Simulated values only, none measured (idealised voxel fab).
process module | voxel tone inversion
cross-section cut | 180 nm wide | cells 5 nm
A cross-section is a grid of square cells, given in bands from the top down. A band is one or more rows of cells.
Each band's line starts with the height of the band's top and of its bottom, in nm. Then come its materials from left to right, each with its width in nm. One material with "throughout" fills the band from edge to edge. "air" is empty space.
Height 0 is the level under which the wafer as received is all one material. The lowest band goes on downwards, as in "0 down".
A width such as "30 to 40" changes by the same amount from each row of cells to the next, from the band's top row to its bottom row.
"no change" after a step means that no cell of the cross-section changed.
closed voids: empty space of 8 cells or more with no open way to the top, each as width x height at its distance from the left edge, in nm
after a step's settings: what the simulator itself notes on the step
overlay nm, on a step with a mask: how far to the right of its planned place the mask lay; to the left if negative
plan
1 op RECEIVE | material Si
2 op CONFORMAL_DEP | material SiCN | thk nm 5
3 op DIRECTIONAL_DEP | material aC | thk nm 15
4 op PATTERN | tone cover | mask id POSTS | material resist | width nm 15 | pitch nm 45 | thk nm 25 | overlay nm 0
5 op DIRECTIONAL_ETCH | etch materials aC | depth nm 15
6 op STRIP | etch materials resist
7 op FILL_DEP | material SiO2 | thk nm 10
8 op CMP | height nm 20
9 op STRIP | etch materials aC
as received, after step 1
  0 down: Si throughout
  closed voids: none
a wafer at the end: this start, this plan, one mistake
  20 to 15: SiCN throughout
  15 to 0: aC throughout
  0 down: Si throughout
  closed voids: none
what went wrong: steps 2 and 3 were swapped
